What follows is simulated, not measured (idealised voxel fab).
The document below concerns the process module designated voxel wiring stack.
FYI the section here is cut, 250 nm wide, cells are 5 nm squares.
We lay out every cross-section as a grid of square cells and spell it out in bands from the top down, where one band means one or more rows of cells.
Look at the band entry: it leads with the top's height and the bottom's height in nm. Then it lists the materials left to right, with a width in nm for each. The word "throughout" on a single material says that material fills the band edge to edge. The word "empty" is empty space.
Zero point of the height axis is 0; under it, received wafer = one material. Lowest band: continues down indefinitely, "top 0, no bottom".
Width: "30 to 40" (first number = top row, second number = bottom row, same change from row to row of cells).
Step marked "stayed the same"? Then no cell in the cross-section changed in it.
"Voids, fully enclosed" contains a list of empty spaces, each no smaller than 8 cells and without an open way to the top, written in the form width x height at distance with the distance from the left edge and all three in nm.
Text after the settings on a step's line: the simulator's own remark on that step.
When a step includes a mask, the "overlay nm" setting on its line states how far to the right of its planned place that mask lay, and negative values state how far to the left.
The following list gives the planned process steps
1: RECEIVE (material Si)
2: CONFORMAL_DEP (material SiO2; thk nm 15)
3: CONFORMAL_DEP (material SiN; thk nm 5)
4: DIRECTIONAL_DEP (material lowk; thk nm 25)
5: MASKED_ETCH (tone open; mask id METAL_1; width nm 30; pitch nm 50; etch materials lowk; depth nm 25; overlay nm 0)
6: MASKED_ETCH (tone open; mask id METAL_1; width nm 30; pitch nm 50; etch materials SiN; depth nm 5; overlay nm 0)
7: CONFORMAL_DEP (material TiN; thk nm 5)
8: FILL_DEP (material Cu; thk nm 10)
9: CMP (height nm 45)
10: CONFORMAL_DEP (material SiCN; thk nm 5)
11: DIRECTIONAL_DEP (material lowk; thk nm 15)
12: DIRECTIONAL_DEP (material aC; thk nm 15)
13: PATTERN (tone open; mask id PLUG_1; material resist; width nm 15; pitch nm 50; thk nm 30; overlay nm 0)
14: DIRECTIONAL_ETCH (etch materials aC; depth nm 15)
15: STRIP (etch materials resist)
16: DIRECTIONAL_ETCH (etch materials lowk; depth nm 15)
17: DIRECTIONAL_ETCH (etch materials SiCN; depth nm 5)
18: STRIP (etch materials aC)
19: CONFORMAL_DEP (material TiN; thk nm 5)
20: FILL_DEP (material W; thk nm 10)
21: CMP (height nm 65)
22: CONFORMAL_DEP (material SiCN; thk nm 5)
23: DIRECTIONAL_DEP (material SiO2; thk nm 20)
24: DIRECTIONAL_DEP (material aC; thk nm 15)
25: PATTERN (tone open; mask id METAL_2; material resist; width nm 30; pitch nm 50; thk nm 35; overlay nm 0)
26: DIRECTIONAL_ETCH (etch materials aC; depth nm 15)
27: STRIP (etch materials resist)
28: DIRECTIONAL_ETCH (etch materials SiO2; depth nm 20)
29: DIRECTIONAL_ETCH (etch materials SiCN; depth nm 5)
30: STRIP (etch materials aC)
31: CONFORMAL_DEP (material TiN; thk nm 5)
32: FILL_DEP (material Cu; thk nm 5)
33: CMP (height nm 90)
34: CONFORMAL_DEP (material SiCN; thk nm 5)
35: DIRECTIONAL_DEP (material lowk; thk nm 10)
36: DIRECTIONAL_DEP (material aC; thk nm 10)
37: PATTERN (tone open; mask id PLUG_2; material resist; width nm 15; pitch nm 50; thk nm 25; overlay nm 0)
38: DIRECTIONAL_ETCH (etch materials aC; depth nm 10)
39: STRIP (etch materials resist)
40: DIRECTIONAL_ETCH (etch materials lowk; depth nm 10)
41: DIRECTIONAL_ETCH (etch materials SiCN; depth nm 5)
42: STRIP (etch materials aC)
43: EPI (material Ru; thk nm 10)
44: EPI (material Ru; thk nm 5)
45: CONFORMAL_DEP (material SiN; thk nm 5)
46: DIRECTIONAL_DEP (material SiO2; thk nm 15)
47: DIRECTIONAL_DEP (material aC; thk nm 15)
48: PATTERN (tone open; mask id METAL_3; material resist; width nm 30; pitch nm 50; thk nm 35; overlay nm 0)
49: DIRECTIONAL_ETCH (etch materials aC; depth nm 15)
50: STRIP (etch materials resist)
51: DIRECTIONAL_ETCH (etch materials SiO2; depth nm 15)
52: DIRECTIONAL_ETCH (etch materials SiN; depth nm 5)
53: STRIP (etch materials aC)
54: CONFORMAL_DEP (material TiN; thk nm 5)
55: FILL_DEP (material Cu; thk nm 5)
56: CMP (height nm 125)
57: EPI (material Ru; thk nm 5)
58: FILL_DEP (material SiCN; thk nm 5)
As received, after step 1
	top 0, no bottom | Si throughout
	Voids, fully enclosed: none
Cross-sectional image of the first of two wafers at the end of the module, the run having proceeded as planned
	top 135, bottom 130 | SiCN throughout
	top 130, bottom 125 | SiCN (30)  Ru (40)  SiCN (10)  Ru (40)  SiCN (10)  Ru (40)  SiCN (10)  Ru (40)  SiCN (30)
	top 125, bottom 110 | SiO2 (35)  TiN (5)  Cu (20)  TiN (5)  SiO2 (20)  TiN (5)  Cu (20)  TiN (5)  SiO2 (20)  TiN (5)  Cu (20)  TiN (5)  SiO2 (20)  TiN (5)  Cu (20)  TiN (5)  SiO2 (35)
	top 110, bottom 105 | SiN (35)  TiN (30)  SiN (20)  TiN (30)  SiN (20)  TiN (30)  SiN (20)  TiN (30)  SiN (35)
	top 105, bottom 95 | lowk (35)  Ru (15)  lowk (35)  Ru (15)  lowk (35)  Ru (15)  lowk (35)  Ru (15)  lowk (50)
	top 95, bottom 90 | SiCN (35)  Ru (15)  SiCN (35)  Ru (15)  SiCN (35)  Ru (15)  SiCN (35)  Ru (15)  SiCN (50)
	top 90, bottom 70 | SiO2 (35)  TiN (5)  Cu (20)  TiN (5)  SiO2 (20)  TiN (5)  Cu (20)  TiN (5)  SiO2 (20)  TiN (5)  Cu (20)  TiN (5)  SiO2 (20)  TiN (5)  Cu (20)  TiN (5)  SiO2 (35)
	top 70, bottom 65 | SiCN (35)  TiN (30)  SiCN (20)  TiN (30)  SiCN (20)  TiN (30)  SiCN (20)  TiN (30)  SiCN (35)
	top 65, bottom 50 | lowk (35)  TiN (5)  W (5)  TiN (5)  lowk (35)  TiN (5)  W (5)  TiN (5)  lowk (35)  TiN (5)  W (5)  TiN (5)  lowk (35)  TiN (5)  W (5)  TiN (5)  lowk (50)
	top 50, bottom 45 | SiCN (35)  TiN (15)  SiCN (35)  TiN (15)  SiCN (35)  TiN (15)  SiCN (35)  TiN (15)  SiCN (50)
	top 45, bottom 20 | lowk (35)  TiN (5)  Cu (20)  TiN (5)  lowk (20)  TiN (5)  Cu (20)  TiN (5)  lowk (20)  TiN (5)  Cu (20)  TiN (5)  lowk (20)  TiN (5)  Cu (20)  TiN (5)  lowk (35)
	top 20, bottom 15 | SiN (35)  TiN (30)  SiN (20)  TiN (30)  SiN (20)  TiN (30)  SiN (20)  TiN (30)  SiN (35)
	top 15, bottom 0 | SiO2 throughout
	top 0, no bottom | Si throughout
	Voids, fully enclosed: none
Here is the second of the two wafers cut open at the end of the module - same start, same plan as the first one, but we made one mistake running it
	top 135, bottom 130 | SiCN throughout
	top 130, bottom 125 | SiCN (30)  Ru (40)  SiCN (10)  Ru (40)  SiCN (10)  Ru (40)  SiCN (10)  Ru (40)  SiCN (30)
	top 125, bottom 110 | SiO2 (35)  TiN (5)  Cu (20)  TiN (5)  SiO2 (20)  TiN (5)  Cu (20)  TiN (5)  SiO2 (20)  TiN (5)  Cu (20)  TiN (5)  SiO2 (20)  TiN (5)  Cu (20)  TiN (5)  SiO2 (35)
	top 110, bottom 105 | SiN (35)  TiN (30)  SiN (20)  TiN (30)  SiN (20)  TiN (30)  SiN (20)  TiN (30)  SiN (35)
	top 105, bottom 95 | lowk (35)  Ru (15)  lowk (35)  Ru (15)  lowk (35)  Ru (15)  lowk (35)  Ru (15)  lowk (50)
	top 95, bottom 90 | SiCN (35)  Ru (15)  SiCN (35)  Ru (15)  SiCN (35)  Ru (15)  SiCN (35)  Ru (15)  SiCN (50)
	top 90, bottom 70 | SiO2 (35)  TiN (5)  Cu (20)  TiN (5)  SiO2 (20)  TiN (5)  Cu (20)  TiN (5)  SiO2 (20)  TiN (5)  Cu (20)  TiN (5)  SiO2 (20)  TiN (5)  Cu (20)  TiN (5)  SiO2 (35)
	top 70, bottom 65 | SiCN (35)  TiN (30)  SiCN (20)  TiN (30)  SiCN (20)  TiN (30)  SiCN (20)  TiN (30)  SiCN (35)
	top 65, bottom 50 | lowk (35)  TiN (5)  W (5)  TiN (5)  lowk (35)  TiN (5)  W (5)  TiN (5)  lowk (35)  TiN (5)  W (5)  TiN (5)  lowk (35)  TiN (5)  W (5)  TiN (5)  lowk (50)
	top 50, bottom 45 | SiCN (35)  TiN (15)  SiCN (35)  TiN (15)  SiCN (35)  TiN (15)  SiCN (35)  TiN (15)  SiCN (50)
	top 45, bottom 25 | lowk (40)  TiN (5)  Cu (20)  TiN (5)  lowk (20)  TiN (5)  Cu (20)  TiN (5)  lowk (20)  TiN (5)  Cu (20)  TiN (5)  lowk (20)  TiN (5)  Cu (20)  TiN (5)  lowk (30)
	top 25, bottom 20 | lowk (40)  TiN (5)  Cu (15)  TiN (10)  lowk (20)  TiN (5)  Cu (15)  TiN (10)  lowk (20)  TiN (5)  Cu (15)  TiN (10)  lowk (20)  TiN (5)  Cu (15)  TiN (10)  lowk (30)
	top 20, bottom 15 | SiN (40)  TiN (25)  SiN (25)  TiN (25)  SiN (25)  TiN (25)  SiN (25)  TiN (25)  SiN (35)
	top 15, bottom 0 | SiO2 throughout
	top 0, no bottom | Si throughout
	Voids, fully enclosed: none
Here's what went sideways: off-plan run, step 5, actual operation and settings MASKED_ETCH (tone open; mask id METAL_1; width nm 30; pitch nm 50; etch materials lowk; depth nm 25; overlay nm 5)
Final wafer comparison in cells, second versus first, more or fewer per material: Cu: 4 fewer, SiN: 4 more
